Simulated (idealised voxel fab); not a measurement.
Presented below is a process module, voxel ribs on slabs.
Cross-section cut: width 170 nm, square cells of 5 nm.
Cross-section = grid of square cells, listed top down in bands; band = one or more rows. Look at the band entry: it leads with the top's height and the bottom's height in nm. Then it lists the materials left to right, with a width in nm for each. The word "edge to edge" on a single material says that material fills the band edge to edge. The word "blank" is empty space. Ref level 0: as-received wafer is one material below here. Bottom band extends down with no lower bound ("top 0, no bottom"). The expression "30 to 40" gives the width at the extremes of the band, the first number at its top row of cells and the second at its bottom row, with the width changing by equal amounts from each row to the next in between. Take "nothing changed" at face value: in the step it is given for, the cross-section changed in none of its cells. This entry, "Fully enclosed voids", enumerates those empty regions of no fewer than 8 cells that possess no open connection to the top. Each region is reported in the form width x height at distance, the distance being taken from the left edge, with all three quantities expressed in nm. The remark found on a step's line after its settings is issued by the simulator itself and pertains to that step. The "overlay nm" setting may appear on a step's line; for a step that uses a mask, it gives how far to the right of its planned position the mask lay, and a negative value indicates the left.

Planned process steps:
1. op RECEIVE | material Si
2. op DIRECTIONAL_DEP | material SiO2 | thk nm 30
3. op DIRECTIONAL_DEP | material polySi | thk nm 15
4. op PATTERN | tone cover | mask id RIB | material resist | width nm 25 | thk nm 20 | overlay nm 0
5. op DIRECTIONAL_ETCH | etch materials polySi | depth nm 5
6. op STRIP | etch materials resist
7. op DIRECTIONAL_DEP | material aC | thk nm 15
8. op PATTERN | tone cover | mask id SLAB | material resist | width nm 65 | thk nm 35 | overlay nm 0
9. op DIRECTIONAL_ETCH | etch materials aC | depth nm 15
10. op STRIP | etch materials resist
11. op DIRECTIONAL_ETCH | etch materials polySi | depth nm 10
12. op STRIP | etch materials aC
13. op FILL_DEP | material SiO2 | thk nm 25
14. op CMP | height nm 60
15. op DIRECTIONAL_DEP | material W | thk nm 5
16. op DIRECTIONAL_DEP | material aC | thk nm 10
17. op PATTERN | tone cover | mask id HEATER | material resist | width nm 35 | thk nm 30 | overlay nm 0
18. op DIRECTIONAL_ETCH | etch materials aC | depth nm 10
19. op STRIP | etch materials resist
20. op DIRECTIONAL_ETCH | etch materials W | depth nm 5
21. op STRIP | etch materials aC
22. op CONFORMAL_DEP | material SiN | thk nm 5

Cross-section: wafer on arrival = after step 1:
* top 0, no bottom | Si edge to edge
* Fully enclosed voids: none

The first of two wafers, cross-sectioned at the end of the module, with the run proceeding as planned:
* top 70, bottom 65 | 60 nm blank, then 45 nm SiN, then 65 nm blank
* top 65, bottom 60 | 65 nm SiN, then 35 nm W, then 70 nm SiN
* top 60, bottom 45 | SiO2 edge to edge
* top 45, bottom 40 | 70 nm SiO2, then 25 nm polySi, then 75 nm SiO2
* top 40, bottom 30 | 50 nm SiO2, then 65 nm polySi, then 55 nm SiO2
* top 30, bottom 0 | SiO2 edge to edge
* top 0, no bottom | Si edge to edge
* Fully enclosed voids: none

Cross-sectional view of the second of two wafers upon completion of the module. This wafer shared its starting condition and process plan with the first; one error was made during its execution:
* top 70, bottom 65 | 60 nm blank, then 45 nm SiN, then 65 nm blank
* top 65, bottom 60 | 65 nm SiN, then 35 nm W, then 70 nm SiN
* top 60, bottom 55 | 70 nm SiO2, then 25 nm polySi, then 75 nm SiO2
* top 55, bottom 45 | 50 nm SiO2, then 65 nm polySi, then 55 nm SiO2
* top 45, bottom 30 | polySi edge to edge
* top 30, bottom 0 | SiO2 edge to edge
* top 0, no bottom | Si edge to edge
* Fully enclosed voids: none
what went wrong: heads up, step 3 of the plan got done twice
In the final state, the cell counts of the second wafer exceed or fall short of those of the first for the following materials: SiO2: 102 fewer, polySi: 102 more
